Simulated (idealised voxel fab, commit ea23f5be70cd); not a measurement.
process module | voxel capacitor over wiring
cross-section cut | 160 nm wide | cells 5 nm
A cross-section is a grid of square cells, given in bands from the top down. A band is one or more rows of cells.
Each band's line starts with the height of the band's top and of its bottom, in nm. Then come its materials from left to right, each with its width in nm. One material with "throughout" fills the band from edge to edge. "air" is empty space.
Height 0 is the level under which the wafer as received is all one material. The lowest band goes on downwards, as in "0 down".
A width such as "30 to 40" changes by the same amount from each row of cells to the next, from the band's top row to its bottom row.
"no change" after a step means that no cell of the cross-section changed.
closed voids: empty space of 8 cells or more with no open way to the top, each as width x height at its distance from the left edge, in nm
after a step's settings: what the simulator itself notes on the step
overlay nm, on a step with a mask: how far to the right of its planned place the mask lay; to the left if negative
plan
1 op RECEIVE | material Si
2 op CONFORMAL_DEP | material SiO2 | thk nm 15
3 op CONFORMAL_DEP | material SiCN | thk nm 5
4 op DIRECTIONAL_DEP | material SiO2 | thk nm 20
5 op DIRECTIONAL_DEP | material aC | thk nm 15
6 op PATTERN | tone open | mask id METAL_1 | material resist | width nm 20 | pitch nm 70 | thk nm 35 | overlay nm 0
7 op DIRECTIONAL_ETCH | etch materials aC | depth nm 15
8 op STRIP | etch materials resist
9 op DIRECTIONAL_ETCH | etch materials SiO2 | depth nm 20
10 op DIRECTIONAL_ETCH | etch materials SiCN | depth nm 5
11 op STRIP | etch materials aC
12 op CONFORMAL_DEP | material TiN | thk nm 5
13 op FILL_DEP | material Cu | thk nm 5
14 op CMP | height nm 40
15 op EPI | material Ru | thk nm 5
16 op FILL_DEP | material SiCN | thk nm 5
17 op DIRECTIONAL_DEP | material lowk | thk nm 10
18 op PATTERN | tone open | mask id PLUG_1 | material resist | width nm 15 | thk nm 20 | overlay nm 0
19 op DIRECTIONAL_ETCH | etch materials lowk | depth nm 10
20 op DIRECTIONAL_ETCH | etch materials SiCN | depth nm 5
21 op STRIP | etch materials resist
22 op CONFORMAL_DEP | material TiN | thk nm 5
23 op FILL_DEP | material W | thk nm 5
24 op CMP | height nm 60
25 op DIRECTIONAL_DEP | material TiN | thk nm 5
26 op DIRECTIONAL_DEP | material SiN | thk nm 5
27 op DIRECTIONAL_DEP | material TiN | thk nm 10
28 op DIRECTIONAL_DEP | material aC | thk nm 15
29 op PATTERN | tone cover | mask id UPPER_PLATE | material resist | width nm 55 | thk nm 35 | overlay nm 0
30 op DIRECTIONAL_ETCH | etch materials aC | depth nm 15
31 op STRIP | etch materials resist
32 op DIRECTIONAL_ETCH | etch materials TiN | depth nm 10
33 op DIRECTIONAL_ETCH | etch materials SiN | depth nm 5
34 op STRIP | etch materials aC
35 op PATTERN | tone cover | mask id LOWER_PLATE | material resist | width nm 65 | thk nm 20 | overlay nm 0
36 op DIRECTIONAL_ETCH | etch materials TiN | depth nm 5
37 op STRIP | etch materials resist
38 op FILL_DEP | material SiO2 | thk nm 15
39 op CMP | height nm 90
40 op MASKED_ETCH | tone open | mask id PLUG_2 | width nm 15 | etch materials SiO2 | depth nm 10 | overlay nm 0
41 op CONFORMAL_DEP | material TiN | thk nm 5
42 op FILL_DEP | material Cu | thk nm 10
43 op CMP | height nm 90
44 op CONFORMAL_DEP | material SiN | thk nm 5
as received, after step 1
  0 down: Si throughout
  closed voids: none
first wafer at the end, as planned
  95 to 90: SiN throughout
  90 to 85: SiO2 50 | TiN 5 | Cu 5 | TiN 5 | SiO2 95
  85 to 80: SiO2 50 | TiN 15 | SiO2 95
  80 to 70: SiO2 40 | TiN 55 | SiO2 65
  70 to 65: SiO2 40 | SiN 55 | SiO2 65
  65 to 60: SiO2 35 | TiN 65 | SiO2 60
  60 to 50: lowk 40 | TiN 5 | W 5 | TiN 5 | lowk 105
  50 to 45: SiCN 40 | TiN 15 | SiCN 105
  45 to 40: SiCN 30 | Ru 30 | SiCN 40 | Ru 30 | SiCN 30
  40 to 20: SiO2 35 | TiN 5 | Cu 10 | TiN 5 | SiO2 50 | TiN 5 | Cu 10 | TiN 5 | SiO2 35
  20 to 15: SiCN 35 | TiN 20 | SiCN 50 | TiN 20 | SiCN 35
  15 to 0: SiO2 throughout
  0 down: Si throughout
  closed voids: none
second wafer at the end: like start, like plan, one mistake
  95 to 90: SiN throughout
  90 to 85: SiO2 50 | TiN 5 | Cu 5 | TiN 5 | SiO2 95
  85 to 80: SiO2 50 | TiN 15 | SiO2 95
  80 to 70: SiO2 40 | TiN 55 | SiO2 65
  70 to 65: SiO2 40 | SiN 55 | SiO2 65
  65 to 60: SiO2 35 | TiN 65 | SiO2 60
  60 to 50: lowk 40 | TiN 5 | W 5 | TiN 5 | lowk 105
  50 to 45: SiCN 40 | TiN 15 | SiCN 105
  45 to 40: SiCN 30 | Ru 30 | SiCN 40 | Ru 30 | SiCN 30
  40 to 35: SiO2 35 | TiN 5 | Cu 10 | TiN 5 | SiO2 50 | TiN 5 | Cu 10 | TiN 5 | SiO2 35
  35 to 30: SiCN 35 | TiN 20 | SiCN 50 | TiN 20 | SiCN 35
  30 to 0: SiO2 throughout
  0 down: Si throughout
  closed voids: none
what went wrong: step 2 was run twice
at the end the second wafer has, in cells: 12 fewer of Cu | 24 more of SiO2 | 12 fewer of TiN
